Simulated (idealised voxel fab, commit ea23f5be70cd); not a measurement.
Name of the process module below: voxel transistor to metal
Square cells of 5 nm make up the cross-section cut, whose width is 180 nm.
Cross-section = grid of square cells, listed top down in bands; band = one or more rows.
Within each band entry, the heights of the top and of the bottom of the band appear first, in that order and in nm; the materials of the band then follow from left to right, each with its corresponding width in nm. The designation "edge to edge" on a single material indicates that it fills the band from edge to edge; the designation "air" indicates empty space.
Ref level 0: as-received wafer is one material below here. Bottom band extends down with no lower bound ("top 0, no bottom").
It should be noted that a width expressed as "30..40" varies in equal increments from row to row of cells within the band, taking the value of the first number at the top row and that of the second number at the bottom row.
A step reported as "no alterations made" is a step in which no cell of the cross-section changed.
For the entry "Trapped void list", the listed items are empty spaces with no open way to the top whose size is 8 cells or more; each item follows the pattern width x height at distance, where distance is from the left edge and all three are in nm.
Whatever follows a step's settings on its line is a remark the simulator itself makes about that step.
The "overlay nm" setting may appear on a step's line; for a step that uses a mask, it gives how far to the right of its planned position the mask lay, and a negative value indicates the left.
In what follows, pairs of cross-sections are presented, each taken before and after one process step, with the after cross-section shown only down to the lowest band that was altered; the step, together with its settings, is stated below the pair. The pairs may stem from different runs of this module on the same starting wafer; accordingly, a pair should be taken as continuing from the one above it solely where its entry headed "Status quo ante" indicates as much.
**Status quo ante**
- top 75, bottom 60: aC edge to edge
- top 60, bottom 45: SiO2 edge to edge
- top 45, bottom 35: SiO2 (65), then SiN (10), then SiCN (25), then SiN (10), then SiO2 (70)
- top 35, bottom 30: SiCN edge to edge
- top 30, bottom 0: polySi edge to edge
- top 0, bottom -5: SiO2 edge to edge
- top -5, bottom -30: SiO2 (35), then Si (105), then SiO2 (40)
- top -30, no bottom: Si edge to edge
- Trapped void list: none
**Post-Step Section View**
- top 105, bottom 75: resist (40), then air (15), then resist (65), then air (15), then resist (45)
- Anything lower than 75 is untouched.
- Trapped void list: none
Which step turns the before cross-section above into the after cross-section? PATTERN,tone open,mask id CONTACT,material resist,width nm 15,pitch nm 80,thk nm 30,overlay nm 0
Status quo ante: just use the after drawing of the pair above as your starting point.
**Post-Step Section View**
- top 90, bottom 75: resist (40), then air (15), then resist (65), then air (15), then resist (45)
- top 75, bottom 60: aC (40), then air (15), then aC (65), then air (15), then aC (45)
- Anything lower than 60 is untouched.
- Trapped void list: none
Which step turns the before cross-section above into the after cross-section? DIRECTIONAL_ETCH,etch materials aC,depth nm 15
Status quo ante: just use the after drawing of the pair above as your starting point.
**Post-Step Section View**
- top 75, bottom 60: aC (40), then air (15), then aC (65), then air (15), then aC (45)
- Anything lower than 60 is untouched.
- Trapped void list: none
Which step turns the before cross-section above into the after cross-section? STRIP,etch materials resist
Status quo ante: just use the after drawing of the pair above as your starting point.
**Post-Step Section View**
- top 75, bottom 60: aC (40), then air (15), then aC (65), then air (15), then aC (45)
- top 60, bottom 45: SiO2 (40), then air (15), then SiO2 (65), then air (15), then SiO2 (45)
- top 45, bottom 35: SiO2 (40), then air (15), then SiO2 (10), then SiN (10), then SiCN (25), then SiN (10), then SiO2 (10), then air (15), then SiO2 (45)
- Anything lower than 35 is untouched.
- Trapped void list: none
Which step turns the before cross-section above into the after cross-section? DIRECTIONAL_ETCH,etch materials SiO2,depth nm 60
Status quo ante: just use the after drawing of the pair above as your starting point.
**Post-Step Section View**
- top 60, bottom 45: SiO2 (40), then air (15), then SiO2 (65), then air (15), then SiO2 (45)
- Anything lower than 45 is untouched.
- Trapped void list: none
Which step turns the before cross-section above into the after cross-section? STRIP,etch materials aC
Status quo ante: just use the after drawing of the pair above as your starting point.
**Post-Step Section View**
- top 65, bottom 60: TiN (45), then air (5), then TiN (75), then air (5), then TiN (50)
- top 60, bottom 45: SiO2 (40), then TiN (5), then air (5), then TiN (5), then SiO2 (65), then TiN (5), then air (5), then TiN (5), then SiO2 (45)
- top 45, bottom 40: SiO2 (40), then TiN (5), then air (5), then TiN (5), then SiO2 (10), then SiN (10), then SiCN (25), then SiN (10), then SiO2 (10), then TiN (5), then air (5), then TiN (5), then SiO2 (45)
- top 40, bottom 35: SiO2 (40), then TiN (15), then SiO2 (10), then SiN (10), then SiCN (25), then SiN (10), then SiO2 (10), then TiN (15), then SiO2 (45)
- Anything lower than 35 is untouched.
- Trapped void list: none
Which step turns the before cross-section above into the after cross-section? CONFORMAL_DEP,material TiN,thk nm 5
Status quo ante: just use the after drawing of the pair above as your starting point.
**Post-Step Section View**
- top 70, bottom 65: Ru edge to edge
- top 65, bottom 60: TiN (45), then Ru (5), then TiN (75), then Ru (5), then TiN (50)
- top 60, bottom 45: SiO2 (40), then TiN (5), then Ru (5), then TiN (5), then SiO2 (65), then TiN (5), then Ru (5), then TiN (5), then SiO2 (45)
- top 45, bottom 40: SiO2 (40), then TiN (5), then Ru (5), then TiN (5), then SiO2 (10), then SiN (10), then SiCN (25), then SiN (10), then SiO2 (10), then TiN (5), then Ru (5), then TiN (5), then SiO2 (45)
- Anything lower than 40 is untouched.
- Trapped void list: none
Which step turns the before cross-section above into the after cross-section? FILL_DEP,material Ru,thk nm 5
Status quo ante: just use the after drawing of the pair above as your starting point.
**Post-Step Section View**
- top 60, bottom 45: SiO2 (40), then TiN (5), then Ru (5), then TiN (5), then SiO2 (65), then TiN (5), then Ru (5), then TiN (5), then SiO2 (45)
- Anything lower than 45 is untouched.
- Trapped void list: none
Which step turns the before cross-section above into the after cross-section? CMP,height nm 60
Status quo ante: just use the after drawing of the pair above as your starting point.
**Post-Step Section View**
- top 65, bottom 60: SiN edge to edge
- Anything lower than 60 is untouched.
- Trapped void list: none
Which step turns the before cross-section above into the after cross-section? CONFORMAL_DEP,material SiN,thk nm 5
Status quo ante: just use the after drawing of the pair above as your starting point.
**Post-Step Section View**
- top 80, bottom 65: SiO2 edge to edge
- Anything lower than 65 is untouched.
- Trapped void list: none
Which step turns the before cross-section above into the after cross-section? DIRECTIONAL_DEP,material SiO2,thk nm 15
Status quo ante: just use the after drawing of the pair above as your starting point.
**Post-Step Section View**
- top 90, bottom 80: aC edge to edge
- Anything lower than 80 is untouched.
- Trapped void list: none
Which step turns the before cross-section above into the after cross-section? DIRECTIONAL_DEP,material aC,thk nm 10
Status quo ante: just use the after drawing of the pair above as your starting point.
**Post-Step Section View**
- top 120, bottom 90: resist (40), then air (15), then resist (65), then air (15), then resist (45)
- Anything lower than 90 is untouched.
- Trapped void list: none
Which step turns the before cross-section above into the after cross-section? PATTERN,tone open,mask id METAL_1,material resist,width nm 15,pitch nm 80,thk nm 30,overlay nm 0
Status quo ante: just use the after drawing of the pair above as your starting point.
**Post-Step Section View**
- top 110, bottom 90: resist (40), then air (15), then resist (65), then air (15), then resist (45)
- top 90, bottom 80: aC (40), then air (15), then aC (65), then air (15), then aC (45)
- Anything lower than 80 is untouched.
- Trapped void list: none
Which step turns the before cross-section above into the after cross-section? DIRECTIONAL_ETCH,etch materials aC,depth nm 10
Status quo ante: just use the after drawing of the pair above as your starting point.
**Post-Step Section View**
- top 90, bottom 80: aC (40), then air (15), then aC (65), then air (15), then aC (45)
- Anything lower than 80 is untouched.
- Trapped void list: none
Which step turns the before cross-section above into the after cross-section? STRIP,etch materials resist
Status quo ante: just use the after drawing of the pair above as your starting point.
**Post-Step Section View**
- top 90, bottom 80: aC (40), then air (15), then aC (65), then air (15), then aC (45)
- top 80, bottom 65: SiO2 (40), then air (15), then SiO2 (65), then air (15), then SiO2 (45)
- Anything lower than 65 is untouched.
- Trapped void list: none
Which step turns the before cross-section above into the after cross-section? DIRECTIONAL_ETCH,etch materials SiO2,depth nm 15
Status quo ante: just use the after drawing of the pair above as your starting point.
**Post-Step Section View**
- top 90, bottom 80: aC (40), then air (15), then aC (65), then air (15), then aC (45)
- top 80, bottom 65: SiO2 (40), then air (15), then SiO2 (65), then air (15), then SiO2 (45)
- top 65, bottom 60: SiN (40), then air (15), then SiN (65), then air (15), then SiN (45)
- Anything lower than 60 is untouched.
- Trapped void list: none
Which step turns the before cross-section above into the after cross-section? DIRECTIONAL_ETCH,etch materials SiN,depth nm 5
Status quo ante: just use the after drawing of the pair above as your starting point.
**Post-Step Section View**
- top 80, bottom 65: SiO2 (40), then air (15), then SiO2 (65), then air (15), then SiO2 (45)
- Anything lower than 65 is untouched.
- Trapped void list: none
Which step turns the before cross-section above into the after cross-section? STRIP,etch materials aC
Status quo ante: just use the after drawing of the pair above as your starting point.
**Post-Step Section View**
- top 85, bottom 80: TiN (45), then air (5), then TiN (75), then air (5), then TiN (50)
- top 80, bottom 65: SiO2 (40), then TiN (5), then air (5), then TiN (5), then SiO2 (65), then TiN (5), then air (5), then TiN (5), then SiO2 (45)
- top 65, bottom 60: SiN (40), then TiN (15), then SiN (65), then TiN (15), then SiN (45)
- Anything lower than 60 is untouched.
- Trapped void list: none
Which step turns the before cross-section above into the after cross-section? CONFORMAL_DEP,material TiN,thk nm 5
Status quo ante: just use the after drawing of the pair above as your starting point.
**Post-Step Section View**
- top 90, bottom 85: Ru edge to edge
- top 85, bottom 80: TiN (45), then Ru (5), then TiN (75), then Ru (5), then TiN (50)
- top 80, bottom 65: SiO2 (40), then TiN (5), then Ru (5), then TiN (5), then SiO2 (65), then TiN (5), then Ru (5), then TiN (5), then SiO2 (45)
- Anything lower than 65 is untouched.
- Trapped void list: none
Which step turns the before cross-section above into the after cross-section? FILL_DEP,material Ru,thk nm 5
Status quo ante: just use the after drawing of the pair above as your starting point.
**Post-Step Section View**
- top 80, bottom 65: SiO2 (40), then TiN (5), then Ru (5), then TiN (5), then SiO2 (65), then TiN (5), then Ru (5), then TiN (5), then SiO2 (45)
- Anything lower than 65 is untouched.
- Trapped void list: none
Which step turns the before cross-section above into the after cross-section? CMP,height nm 80
Status quo ante: just use the after drawing of the pair above as your starting point.
**Post-Step Section View**
- top 85, bottom 80: SiCN edge to edge
- Anything lower than 80 is untouched.
- Trapped void list: none
Which step turns the before cross-section above into the after cross-section? CONFORMAL_DEP,material SiCN,thk nm 5
Status quo ante: just use the after drawing of the pair above as your starting point.
**Post-Step Section View**
- top 115, bottom 85: SiO2 edge to edge
- Anything lower than 85 is untouched.
- Trapped void list: none
Which step turns the before cross-section above into the after cross-section? DIRECTIONAL_DEP,material SiO2,thk nm 30
Status quo ante: just use the after drawing of the pair above as your starting point.
**Post-Step Section View**
- top 125, bottom 115: aC edge to edge
- Anything lower than 115 is untouched.
- Trapped void list: none
Which step turns the before cross-section above into the after cross-section? DIRECTIONAL_DEP,material aC,thk nm 10
Status quo ante: just use the after drawing of the pair above as your starting point.
**Post-Step Section View**
- top 150, bottom 125: resist (40), then air (15), then resist (65), then air (15), then resist (45)
- Anything lower than 125 is untouched.
- Trapped void list: none
Which step turns the before cross-section above into the after cross-section? PATTERN,tone open,mask id METAL_2,material resist,width nm 15,pitch nm 80,thk nm 25,overlay nm 0
Status quo ante: just use the after drawing of the pair above as your starting point.
**Post-Step Section View**
- top 140, bottom 125: resist (40), then air (15), then resist (65), then air (15), then resist (45)
- top 125, bottom 115: aC (40), then air (15), then aC (65), then air (15), then aC (45)
- Anything lower than 115 is untouched.
- Trapped void list: none
Which step turns the before cross-section above into the after cross-section? DIRECTIONAL_ETCH,etch materials aC,depth nm 10
Status quo ante: just use the after drawing of the pair above as your starting point.
**Post-Step Section View**
- top 125, bottom 115: aC (40), then air (15), then aC (65), then air (15), then aC (45)
- Anything lower than 115 is untouched.
- Trapped void list: none
Which step turns the before cross-section above into the after cross-section? STRIP,etch materials resist
Status quo ante: just use the after drawing of the pair above as your starting point.
**Post-Step Section View**
- top 125, bottom 115: aC (40), then air (15), then aC (65), then air (15), then aC (45)
- top 115, bottom 95: SiO2 (40), then air (15), then SiO2 (65), then air (15), then SiO2 (45)
- Anything lower than 95 is untouched.
- Trapped void list: none
Which step turns the before cross-section above into the after cross-section? DIRECTIONAL_ETCH,etch materials SiO2,depth nm 20
Status quo ante: just use the after drawing of the pair above as your starting point.
**Post-Step Section View**
- top 115, bottom 95: SiO2 (40), then air (15), then SiO2 (65), then air (15), then SiO2 (45)
- Anything lower than 95 is untouched.
- Trapped void list: none
Which step turns the before cross-section above into the after cross-section? STRIP,etch materials aC
Status quo ante: just use the after drawing of the pair above as your starting point.
**Post-Step Section View**
- top 115, bottom 85: SiO2 (40), then air (15), then SiO2 (65), then air (15), then SiO2 (45)
- Anything lower than 85 is untouched.
- Trapped void list: none
Which step turns the before cross-section above into the after cross-section? MASKED_ETCH,tone open,mask id METAL_2_HOLES,width nm 15,pitch nm 80,etch materials SiO2,depth nm 10,overlay nm 0
Status quo ante: just use the after drawing of the pair above as your starting point.
**Post-Step Section View**
- top 115, bottom 85: SiO2 (40), then air (15), then SiO2 (65), then air (15), then SiO2 (45)
- top 85, bottom 80: SiCN (40), then air (15), then SiCN (65), then air (15), then SiCN (45)
- Anything lower than 80 is untouched.
- Trapped void list: none
Which step turns the before cross-section above into the after cross-section? MASKED_ETCH,tone open,mask id METAL_2_HOLES,width nm 15,pitch nm 80,etch materials SiCN,depth nm 5,overlay nm 0
Status quo ante: just use the after drawing of the pair above as your starting point.
**Post-Step Section View**
- top 120, bottom 115: TiN (45), then air (5), then TiN (75), then air (5), then TiN (50)
- top 115, bottom 85: SiO2 (40), then TiN (5), then air (5), then TiN (5), then SiO2 (65), then TiN (5), then air (5), then TiN (5), then SiO2 (45)
- top 85, bottom 80: SiCN (40), then TiN (15), then SiCN (65), then TiN (15), then SiCN (45)
- Anything lower than 80 is untouched.
- Trapped void list: none
Which step turns the before cross-section above into the after cross-section? CONFORMAL_DEP,material TiN,thk nm 5
Status quo ante: just use the after drawing of the pair above as your starting point.
**Post-Step Section View**
- top 130, bottom 120: Cu edge to edge
- top 120, bottom 115: TiN (45), then Cu (5), then TiN (75), then Cu (5), then TiN (50)
- top 115, bottom 85: SiO2 (40), then TiN (5), then Cu (5), then TiN (5), then SiO2 (65), then TiN (5), then Cu (5), then TiN (5), then SiO2 (45)
- Anything lower than 85 is untouched.
- Trapped void list: none
Which step turns the before cross-section above into the after cross-section? FILL_DEP,material Cu,thk nm 10
Status quo ante: just use the after drawing of the pair above as your starting point.
**Post-Step Section View**
- top 115, bottom 85: SiO2 (40), then TiN (5), then Cu (5), then TiN (5), then SiO2 (65), then TiN (5), then Cu (5), then TiN (5), then SiO2 (45)
- Anything lower than 85 is untouched.
- Trapped void list: none
Which step turns the before cross-section above into the after cross-section? CMP,height nm 115
Status quo ante: just use the after drawing of the pair above as your starting point.
**Post-Step Section View**
- top 120, bottom 115: SiN edge to edge
- Anything lower than 115 is untouched.
- Trapped void list: none
Which step turns the before cross-section above into the after cross-section? CONFORMAL_DEP,material SiN,thk nm 5
**Status quo ante**
- top 20, bottom 5: SiO2 (30), then SiN (115), then SiO2 (35)
- top 5, bottom 0: SiO2 edge to edge
- top 0, bottom -30: SiO2 (35), then Si (105), then SiO2 (40)
- top -30, no bottom: Si edge to edge
- Trapped void list: none
**Post-Step Section View**
- top 20, bottom 5: SiO2 (30), then air (115), then SiO2 (35)
- Anything lower than 5 is untouched.
- Trapped void list: none
Which step turns the before cross-section above into the after cross-section? STRIP,etch materials SiN
Status quo ante: just use the after drawing of the pair above as your starting point.
**Post-Step Section View**
- top 5, bottom 0: SiO2 (15), then air (145), then SiO2 (20)
- top 0, bottom -10: SiO2 (15), then air (20), then Si (105), then air (20), then SiO2 (20)
- Anything lower than -10 is untouched.
- Trapped void list: none
Which step turns the before cross-section above into the after cross-section? SELECTIVE_ETCH,etch materials SiO2,depth nm 15
Status quo ante: just use the after drawing of the pair above as your starting point.
**Post-Step Section View**
- top 0, bottom -15: SiO2 (10), then air (25), then Si (105), then air (25), then SiO2 (15)
- Anything lower than -15 is untouched.
- Trapped void list: none
Which step turns the before cross-section above into the after cross-section? SELECTIVE_ETCH,etch materials SiO2,depth nm 5
Status quo ante: just use the after drawing of the pair above as your starting point.
**Post-Step Section View**
- top 0, bottom -5: SiO2 (10), then air (25), then SiO2 (105), then air (25), then SiO2 (15)
- top -5, bottom -15: SiO2 (10), then air (25), then SiO2 (5), then Si (95), then SiO2 (5), then air (25), then SiO2 (15)
- top -15, bottom -20: SiO2 (40), then Si (95), then SiO2 (45)
- Anything lower than -20 is untouched.
- Trapped void list: none
Which step turns the before cross-section above into the after cross-section? OXIDIZE,depth nm 5
Status quo ante: just use the after drawing of the pair above as your starting point.
**Post-Step Section View**
- top 30, bottom 15: polySi (10), then air (25), then polySi (105), then air (25), then polySi (15)
- top 15, bottom 0: polySi edge to edge
- top 0, bottom -5: SiO2 (10), then polySi (25), then SiO2 (105), then polySi (25), then SiO2 (15)
- top -5, bottom -15: SiO2 (10), then polySi (25), then SiO2 (5), then Si (95), then SiO2 (5), then polySi (25), then SiO2 (15)
- Anything lower than -15 is untouched.
- Trapped void list: none
Which step turns the before cross-section above into the after cross-section? DIRECTIONAL_DEP,material polySi,thk nm 30
Status quo ante: just use the after drawing of the pair above as your starting point.
**Post-Step Section View**
- top 45, bottom 30: SiCN (10), then air (25), then SiCN (105), then air (25), then SiCN (15)
- top 30, bottom 15: polySi (10), then SiCN (25), then polySi (105), then SiCN (25), then polySi (15)
- Anything lower than 15 is untouched.
- Trapped void list: none
Which step turns the before cross-section above into the after cross-section? DIRECTIONAL_DEP,material SiCN,thk nm 15
Status quo ante: just use the after drawing of the pair above as your starting point.
**Post-Step Section View**
- top 60, bottom 45: air (75), then resist (25), then air (80)
- Anything lower than 45 is untouched.
- Trapped void list: none
Which step turns the before cross-section above into the after cross-section? PATTERN,tone cover,mask id GATE,material resist,width nm 25,thk nm 15,overlay nm 0
Status quo ante: just use the after drawing of the pair above as your starting point.
**Post-Step Section View**
- top 60, bottom 45: air (75), then resist (25), then air (80)
- top 45, bottom 30: air (75), then SiCN (25), then air (80)
- top 30, bottom 15: polySi (10), then air (25), then polySi (105), then air (25), then polySi (15)
- Anything lower than 15 is untouched.
- Trapped void list: none
Which step turns the before cross-section above into the after cross-section? DIRECTIONAL_ETCH,etch materials SiCN,depth nm 25
Status quo ante: just use the after drawing of the pair above as your starting point.
**Post-Step Section View**
- top 60, bottom 45: air (75), then resist (25), then air (80)
- top 45, bottom 30: air (75), then SiCN (25), then air (80)
- top 30, bottom 0: air (75), then polySi (25), then air (80)
- top 0, bottom -5: SiO2 (10), then air (25), then SiO2 (105), then air (25), then SiO2 (15)
- top -5, bottom -15: SiO2 (10), then air (25), then SiO2 (5), then Si (95), then SiO2 (5), then air (25), then SiO2 (15)
- Anything lower than -15 is untouched.
- Trapped void list: none
Which step turns the before cross-section above into the after cross-section? DIRECTIONAL_ETCH,etch materials polySi,depth nm 40
Status quo ante: just use the after drawing of the pair above as your starting point.
**Post-Step Section View**
- top 45, bottom 30: air (75), then SiCN (25), then air (80)
- Anything lower than 30 is untouched.
- Trapped void list: none
Which step turns the before cross-section above into the after cross-section? STRIP,etch materials resist
Status quo ante: just use the after drawing of the pair above as your starting point.
**Post-Step Section View**
- top 55, bottom 45: air (65), then SiN (45), then air (70)
- top 45, bottom 30: air (65), then SiN (10), then SiCN (25), then SiN (10), then air (70)
- top 30, bottom 10: air (65), then SiN (10), then polySi (25), then SiN (10), then air (70)
- top 10, bottom 0: SiN (20), then air (5), then SiN (50), then polySi (25), then SiN (50), then air (5), then SiN (25)
- top 0, bottom -5: SiO2 (10), then SiN (10), then air (5), then SiN (10), then SiO2 (105), then SiN (10), then air (5), then SiN (10), then SiO2 (15)
- top -5, bottom -15: SiO2 (10), then SiN (25), then SiO2 (5), then Si (95), then SiO2 (5), then SiN (25), then SiO2 (15)
- Anything lower than -15 is untouched.
- Trapped void list: none
Which step turns the before cross-section above into the after cross-section? CONFORMAL_DEP,material SiN,thk nm 10
Status quo ante: just use the after drawing of the pair above as your starting point.
**Post-Step Section View**
- top 45, bottom 30: air (65), then SiN (10), then SiCN (25), then SiN (10), then air (70)
- top 30, bottom 0: air (65), then SiN (10), then polySi (25), then SiN (10), then air (70)
- top 0, bottom -5: SiO2 (10), then SiN (10), then air (5), then SiN (10), then SiO2 (105), then SiN (10), then air (5), then SiN (10), then SiO2 (15)
- top -5, bottom -15: SiO2 (10), then SiN (10), then air (5), then SiN (10), then SiO2 (5), then Si (95), then SiO2 (5), then SiN (10), then air (5), then SiN (10), then SiO2 (15)
- Anything lower than -15 is untouched.
- Trapped void list: none
Which step turns the before cross-section above into the after cross-section? DIRECTIONAL_ETCH,etch materials SiN,depth nm 10
Status quo ante: just use the after drawing of the pair above as your starting point.
**Post-Step Section View**
- top 45, bottom 30: air (65), then SiN (10), then SiCN (25), then SiN (10), then air (70)
- top 30, bottom 0: air (65), then SiN (10), then polySi (25), then SiN (10), then air (70)
- top 0, bottom -5: air (10), then SiN (10), then air (5), then SiN (10), then air (30), then SiO2 (45), then air (30), then SiN (10), then air (5), then SiN (10), then air (15)
- top -5, bottom -15: SiO2 (10), then SiN (10), then air (5), then SiN (10), then SiO2 (5), then Si (95), then SiO2 (5), then SiN (10), then air (5), then SiN (10), then SiO2 (15)
- top -15, bottom -20: SiO2 (20), then air (5), then SiO2 (15), then Si (95), then SiO2 (15), then air (5), then SiO2 (25)
- Anything lower than -20 is untouched.
- Trapped void list: none
Which step turns the before cross-section above into the after cross-section? DIRECTIONAL_ETCH,etch materials SiO2,depth nm 5
Status quo ante: just use the after drawing of the pair above as your starting point.
**Post-Step Section View**
- top 45, bottom 30: air (65), then SiN (10), then SiCN (25), then SiN (10), then air (70)
- top 30, bottom 0: air (65), then SiN (10), then polySi (25), then SiN (10), then air (70)
- top 0, bottom -5: air (10), then SiN (10), then air (5), then SiN (10), then air (30), then SiO2 (45), then air (30), then SiN (10), then air (5), then SiN (10), then air (15)
- top -5, bottom -15: SiO2 (10), then SiN (10), then air (5), then SiN (10), then SiO2 (5), then air (25), then Si (45), then air (25), then SiO2 (5), then SiN (10), then air (5), then SiN (10), then SiO2 (15)
- Anything lower than -15 is untouched.
- Trapped void list: none
Which step turns the before cross-section above into the after cross-section? DIRECTIONAL_ETCH,etch materials Si,depth nm 10
Status quo ante: just use the after drawing of the pair above as your starting point.
**Post-Step Section View**
- top 45, bottom 30: air (65), then SiN (10), then SiCN (25), then SiN (10), then air (70)
- top 30, bottom 10: air (65), then SiN (10), then polySi (25), then SiN (10), then air (70)
- top 10, bottom 0: air (50), then pSi (15), then SiN (10), then polySi (25), then SiN (10), then pSi (15), then air (55)
- top 0, bottom -5: air (10), then SiN (10), then air (5), then SiN (10), then pSi (30), then SiO2 (45), then pSi (30), then SiN (10), then air (5), then SiN (10), then air (15)
- top -5, bottom -15: SiO2 (10), then SiN (10), then air (5), then SiN (10), then SiO2 (5), then pSi (25), then Si (45), then pSi (25), then SiO2 (5), then SiN (10), then air (5), then SiN (10), then SiO2 (15)
- Anything lower than -15 is untouched.
- Trapped void list: none
Which step turns the before cross-section above into the after cross-section? EPI,material pSi,thk nm 15
Status quo ante: just use the after drawing of the pair above as your starting point.
**Post-Step Section View**
- top 55, bottom 45: SiO2 edge to edge
- top 45, bottom 30: SiO2 (65), then SiN (10), then SiCN (25), then SiN (10), then SiO2 (70)
- top 30, bottom 10: SiO2 (65), then SiN (10), then polySi (25), then SiN (10), then SiO2 (70)
- top 10, bottom 0: SiO2 (50), then pSi (15), then SiN (10), then polySi (25), then SiN (10), then pSi (15), then SiO2 (55)
- top 0, bottom -5: SiO2 (10), then SiN (10), then SiO2 (5), then SiN (10), then pSi (30), then SiO2 (45), then pSi (30), then SiN (10), then SiO2 (5), then SiN (10), then SiO2 (15)
- top -5, bottom -15: SiO2 (10), then SiN (10), then SiO2 (5), then SiN (10), then SiO2 (5), then pSi (25), then Si (45), then pSi (25), then SiO2 (5), then SiN (10), then SiO2 (5), then SiN (10), then SiO2 (15)
- top -15, bottom -20: SiO2 (40), then Si (95), then SiO2 (45)
- Anything lower than -20 is untouched.
- Trapped void list: none
Which step turns the before cross-section above into the after cross-section? FILL_DEP,material SiO2,thk nm 10
Status quo ante: just use the after drawing of the pair above as your starting point.
**Post-Step Section View**
- top 45, bottom 30: SiO2 (65), then SiN (10), then SiCN (25), then SiN (10), then SiO2 (70)
- Anything lower than 30 is untouched.
- Trapped void list: none
Which step turns the before cross-section above into the after cross-section? CMP,height nm 45
Status quo ante: just use the after drawing of the pair above as your starting point.
**Post-Step Section View**
- top 60, bottom 45: SiO2 edge to edge
- Anything lower than 45 is untouched.
- Trapped void list: none
Which step turns the before cross-section above into the after cross-section? DIRECTIONAL_DEP,material SiO2,thk nm 15
Status quo ante: just use the after drawing of the pair above as your starting point.
**Post-Step Section View**
- top 75, bottom 60: aC edge to edge
- Anything lower than 60 is untouched.
- Trapped void list: none
Which step turns the before cross-section above into the after cross-section? DIRECTIONAL_DEP,material aC,thk nm 15
Status quo ante: just use the after drawing of the pair above as your starting point.
**Post-Step Section View**
- top 105, bottom 75: resist (40), then air (15), then resist (65), then air (15), then resist (45)
- Anything lower than 75 is untouched.
- Trapped void list: none
Which step turns the before cross-section above into the after cross-section? PATTERN,tone open,mask id CONTACT,material resist,width nm 15,pitch nm 80,thk nm 30,overlay nm 0
Status quo ante: just use the after drawing of the pair above as your starting point.
**Post-Step Section View**
- top 90, bottom 75: resist (40), then air (15), then resist (65), then air (15), then resist (45)
- top 75, bottom 60: aC (40), then air (15), then aC (65), then air (15), then aC (45)
- Anything lower than 60 is untouched.
- Trapped void list: none
Which step turns the before cross-section above into the after cross-section? DIRECTIONAL_ETCH,etch materials aC,depth nm 15
Status quo ante: just use the after drawing of the pair above as your starting point.
**Post-Step Section View**
- top 75, bottom 60: aC (40), then air (15), then aC (65), then air (15), then aC (45)
- Anything lower than 60 is untouched.
- Trapped void list: none
Which step turns the before cross-section above into the after cross-section? STRIP,etch materials resist
Status quo ante: just use the after drawing of the pair above as your starting point.
**Post-Step Section View**
- top 75, bottom 60: aC (40), then air (15), then aC (65), then air (15), then aC (45)
- top 60, bottom 45: SiO2 (40), then air (15), then SiO2 (65), then air (15), then SiO2 (45)
- top 45, bottom 30: SiO2 (40), then air (15), then SiO2 (10), then SiN (10), then SiCN (25), then SiN (10), then SiO2 (10), then air (15), then SiO2 (45)
- top 30, bottom 10: SiO2 (40), then air (15), then SiO2 (10), then SiN (10), then polySi (25), then SiN (10), then SiO2 (10), then air (15), then SiO2 (45)
- top 10, bottom 0: SiO2 (40), then air (10), then pSi (15), then SiN (10), then polySi (25), then SiN (10), then pSi (15), then air (10), then SiO2 (45)
- Anything lower than 0 is untouched.
- Trapped void list: none
Which step turns the before cross-section above into the after cross-section? DIRECTIONAL_ETCH,etch materials SiO2,depth nm 60
Status quo ante: just use the after drawing of the pair above as your starting point.
**Post-Step Section View**
- top 60, bottom 45: SiO2 (40), then air (15), then SiO2 (65), then air (15), then SiO2 (45)
- Anything lower than 45 is untouched.
- Trapped void list: none
Which step turns the before cross-section above into the after cross-section? STRIP,etch materials aC
Status quo ante: just use the after drawing of the pair above as your starting point.
**Post-Step Section View**
- top 65, bottom 60: TiN (45), then air (5), then TiN (75), then air (5), then TiN (50)
- top 60, bottom 45: SiO2 (40), then TiN (5), then air (5), then TiN (5), then SiO2 (65), then TiN (5), then air (5), then TiN (5), then SiO2 (45)
- top 45, bottom 30: SiO2 (40), then TiN (5), then air (5), then TiN (5), then SiO2 (10), then SiN (10), then SiCN (25), then SiN (10), then SiO2 (10), then TiN (5), then air (5), then TiN (5), then SiO2 (45)
- top 30, bottom 15: SiO2 (40), then TiN (5), then air (5), then TiN (5), then SiO2 (10), then SiN (10), then polySi (25), then SiN (10), then SiO2 (10), then TiN (5), then air (5), then TiN (5), then SiO2 (45)
- top 15, bottom 10: SiO2 (40), then TiN (15), then SiO2 (10), then SiN (10), then polySi (25), then SiN (10), then SiO2 (10), then TiN (15), then SiO2 (45)
- top 10, bottom 0: SiO2 (40), then TiN (10), then pSi (15), then SiN (10), then polySi (25), then SiN (10), then pSi (15), then TiN (10), then SiO2 (45)
- Anything lower than 0 is untouched.
- Trapped void list: none
Which step turns the before cross-section above into the after cross-section? CONFORMAL_DEP,material TiN,thk nm 5
Status quo ante: just use the after drawing of the pair above as your starting point.
**Post-Step Section View**
- top 70, bottom 65: Ru edge to edge
- top 65, bottom 60: TiN (45), then Ru (5), then TiN (75), then Ru (5), then TiN (50)
- top 60, bottom 45: SiO2 (40), then TiN (5), then Ru (5), then TiN (5), then SiO2 (65), then TiN (5), then Ru (5), then TiN (5), then SiO2 (45)
- top 45, bottom 30: SiO2 (40), then TiN (5), then Ru (5), then TiN (5), then SiO2 (10), then SiN (10), then SiCN (25), then SiN (10), then SiO2 (10), then TiN (5), then Ru (5), then TiN (5), then SiO2 (45)
- top 30, bottom 15: SiO2 (40), then TiN (5), then Ru (5), then TiN (5), then SiO2 (10), then SiN (10), then polySi (25), then SiN (10), then SiO2 (10), then TiN (5), then Ru (5), then TiN (5), then SiO2 (45)
- Anything lower than 15 is untouched.
- Trapped void list: none
Which step turns the before cross-section above into the after cross-section? FILL_DEP,material Ru,thk nm 5
Status quo ante: just use the after drawing of the pair above as your starting point.
**Post-Step Section View**
- top 60, bottom 45: SiO2 (40), then TiN (5), then Ru (5), then TiN (5), then SiO2 (65), then TiN (5), then Ru (5), then TiN (5), then SiO2 (45)
- Anything lower than 45 is untouched.
- Trapped void list: none
Which step turns the before cross-section above into the after cross-section? CMP,height nm 60
Status quo ante: just use the after drawing of the pair above as your starting point.
**Post-Step Section View**
- top 65, bottom 60: SiN edge to edge
- Anything lower than 60 is untouched.
- Trapped void list: none
Which step turns the before cross-section above into the after cross-section? CONFORMAL_DEP,material SiN,thk nm 5
Status quo ante: just use the after drawing of the pair above as your starting point.
**Post-Step Section View**
- top 80, bottom 65: SiO2 edge to edge
- Anything lower than 65 is untouched.
- Trapped void list: none
Which step turns the before cross-section above into the after cross-section? DIRECTIONAL_DEP,material SiO2,thk nm 15
Status quo ante: just use the after drawing of the pair above as your starting point.
**Post-Step Section View**
- top 90, bottom 80: aC edge to edge
- Anything lower than 80 is untouched.
- Trapped void list: none
Which step turns the before cross-section above into the after cross-section? DIRECTIONAL_DEP,material aC,thk nm 10
Status quo ante: just use the after drawing of the pair above as your starting point.
**Post-Step Section View**
- top 120, bottom 90: resist (40), then air (15), then resist (65), then air (15), then resist (45)
- Anything lower than 90 is untouched.
- Trapped void list: none
Which step turns the before cross-section above into the after cross-section? PATTERN,tone open,mask id METAL_1,material resist,width nm 15,pitch nm 80,thk nm 30,overlay nm 0
